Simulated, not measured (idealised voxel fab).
Herein follows the process module entitled voxel wiring stack.
It is cross-section cut that appears here, measuring 235 nm in width, its square cells being 5 nm in size.
Reading order for cross-sections: top band down to bottom band. Underlying form: a grid of square cells. Band size: one or more rows of cells.
Heads up on the band format: heights come first, top then bottom, in nm. After that it's the materials left to right, each with its width in nm. A single material flagged "everywhere" fills the whole band edge to edge, and "blank" means there's empty space there.
Heights are reckoned from 0. Under this level, the received wafer is all of one material. The bottommost band is open-ended downward, for example "0 -> down".
The two numbers in a width such as "30 to 40" mark its ends across the band: the first belongs to the top row of cells, the second to the bottom row, and from each row to the next the width moves by the same amount.
Where the words "left unchanged" appear for a step, the cross-section shows no cell changed by that step; every cell remained as before.
"Voids lacking openings": sealed empty spaces, 8 cells or more, no open way to top, listed width x height at distance, with distance from the left edge and width, height and distance in nm.
If you see something after the settings on a step's line, that's the simulator's own remark about that step.
overlay nm: on a step with a mask, how far right of its planned place the mask lay; negative means left.

-- Listed below are the process steps as planned
| 1 | RECEIVE [material Si] |
| 2 | CONFORMAL_DEP [material SiO2] [thk nm 10] |
| 3 | DIRECTIONAL_DEP [material TiN] [thk nm 5] |
| 4 | DIRECTIONAL_DEP [material W] [thk nm 20] |
| 5 | PATTERN [tone cover] [mask id METAL_1] [material resist] [width nm 20] [pitch nm 40] [thk nm 20] [overlay nm 0] |
| 6 | DIRECTIONAL_ETCH [etch materials W] [depth nm 20] |
| 7 | DIRECTIONAL_ETCH [etch materials TiN] [depth nm 5] |
| 8 | STRIP [etch materials resist] |
| 9 | FILL_DEP [material lowk] [thk nm 5] |
| 10 | CMP [height nm 35] |
| 11 | CONFORMAL_DEP [material SiCN] [thk nm 5] |
| 12 | DIRECTIONAL_DEP [material lowk] [thk nm 30] |
| 13 | PATTERN [tone open] [mask id METAL_2] [material resist] [width nm 20] [pitch nm 40] [thk nm 20] [overlay nm 0] |
| 14 | DIRECTIONAL_ETCH [etch materials lowk] [depth nm 20] |
| 15 | STRIP [etch materials resist] |
| 16 | MASKED_ETCH [tone open] [mask id METAL_2_HOLES] [width nm 15] [etch materials lowk] [depth nm 10] [overlay nm 0] |
| 17 | MASKED_ETCH [tone open] [mask id METAL_2_HOLES] [width nm 15] [etch materials SiCN] [depth nm 5] [overlay nm 0] |
| 18 | CONFORMAL_DEP [material TiN] [thk nm 5] |
| 19 | FILL_DEP [material Cu] [thk nm 5] |
| 20 | CMP [height nm 70] |
| 21 | CONFORMAL_DEP [material SiCN] [thk nm 5] |
| 22 | DIRECTIONAL_DEP [material lowk] [thk nm 35] |
| 23 | DIRECTIONAL_DEP [material aC] [thk nm 10] |
| 24 | PATTERN [tone open] [mask id METAL_3] [material resist] [width nm 20] [pitch nm 40] [thk nm 30] [overlay nm 0] |
| 25 | DIRECTIONAL_ETCH [etch materials aC] [depth nm 10] |
| 26 | STRIP [etch materials resist] |
| 27 | DIRECTIONAL_ETCH [etch materials lowk] [depth nm 20] |
| 28 | STRIP [etch materials aC] |
| 29 | DIRECTIONAL_DEP [material aC] [thk nm 15] |
| 30 | PATTERN [tone open] [mask id METAL_3_HOLES] [material resist] [width nm 15] [thk nm 35] [overlay nm 0] |
| 31 | DIRECTIONAL_ETCH [etch materials aC] [depth nm 15] |
| 32 | STRIP [etch materials resist] |
| 33 | DIRECTIONAL_ETCH [etch materials lowk] [depth nm 15] |
| 34 | DIRECTIONAL_ETCH [etch materials SiCN] [depth nm 5] |
| 35 | STRIP [etch materials aC] |
| 36 | CONFORMAL_DEP [material TiN] [thk nm 5] |
| 37 | FILL_DEP [material Cu] [thk nm 5] |
| 38 | CMP [height nm 110] |
| 39 | CONFORMAL_DEP [material SiCN] [thk nm 5] |
| 40 | DIRECTIONAL_DEP [material lowk] [thk nm 10] |
| 41 | MASKED_ETCH [tone open] [mask id PLUG_3] [width nm 15] [pitch nm 40] [etch materials lowk] [depth nm 10] [overlay nm 0] |
| 42 | MASKED_ETCH [tone open] [mask id PLUG_3] [width nm 15] [pitch nm 40] [etch materials SiCN] [depth nm 5] [overlay nm 0] |
| 43 | EPI [material Ru] [thk nm 10] |
| 44 | EPI [material Ru] [thk nm 5] |
| 45 | CONFORMAL_DEP [material SiN] [thk nm 5] |
| 46 | DIRECTIONAL_DEP [material lowk] [thk nm 20] |
| 47 | MASKED_ETCH [tone open] [mask id METAL_4] [width nm 20] [pitch nm 40] [etch materials lowk] [depth nm 20] [overlay nm 0] |
| 48 | MASKED_ETCH [tone open] [mask id METAL_4] [width nm 20] [pitch nm 40] [etch materials SiN] [depth nm 5] [overlay nm 0] |
| 49 | CONFORMAL_DEP [material TiN] [thk nm 5] |
| 50 | FILL_DEP [material Ru] [thk nm 5] |
| 51 | CMP [height nm 150] |
| 52 | EPI [material Ru] [thk nm 5] |
| 53 | FILL_DEP [material SiCN] [thk nm 5] |

-- So this is the incoming wafer in cross-section - it's already been through step 1
	0 -> down = Si everywhere
	Voids lacking openings: none

-- Result of the module, cross-sectioned: start per above, plan per above, one error in how it was run
	160 -> 155 = SiCN everywhere
	155 -> 150 = 80 SiCN, then 30 Ru, then 10 SiCN, then 30 Ru, then 85 SiCN
	150 -> 130 = 85 lowk, then 5 TiN, then 10 Ru, then 5 TiN, then 20 lowk, then 5 TiN, then 10 Ru, then 5 TiN, then 90 lowk
	130 -> 125 = 85 SiN, then 20 TiN, then 20 SiN, then 20 TiN, then 90 SiN
	125 -> 115 = 85 lowk, then 15 Ru, then 25 lowk, then 15 Ru, then 95 lowk
	115 -> 110 = 85 SiCN, then 15 Ru, then 25 SiCN, then 15 Ru, then 95 SiCN
	110 -> 95 = 85 lowk, then 5 TiN, then 10 Cu, then 5 TiN, then 20 lowk, then 5 TiN, then 10 Cu, then 5 TiN, then 90 lowk
	95 -> 90 = 85 lowk, then 5 TiN, then 5 Cu, then 10 TiN, then 20 lowk, then 20 TiN, then 90 lowk
	90 -> 75 = 85 lowk, then 5 TiN, then 5 Cu, then 5 TiN, then 135 lowk
	75 -> 70 = 85 SiCN, then 15 TiN, then 135 SiCN
	70 -> 55 = 85 lowk, then 5 TiN, then 10 Cu, then 5 TiN, then 20 lowk, then 5 TiN, then 10 Cu, then 5 TiN, then 90 lowk
	55 -> 50 = 85 lowk, then 5 TiN, then 5 Cu, then 10 TiN, then 20 lowk, then 20 TiN, then 90 lowk
	50 -> 40 = 85 lowk, then 5 TiN, then 5 Cu, then 5 TiN, then 135 lowk
	40 -> 35 = 85 SiCN, then 15 TiN, then 135 SiCN
	35 -> 20 = 85 lowk, then 20 W, then 20 lowk, then 20 W, then 90 lowk
	20 -> 15 = 85 lowk, then 20 TiN, then 20 lowk, then 20 TiN, then 90 lowk
	15 -> 0 = SiO2 everywhere
	0 -> down = Si everywhere
	Voids lacking openings: none
Misprocessing identified: step 2 changed vs plan, executed as CONFORMAL_DEP [material SiO2] [thk nm 15]
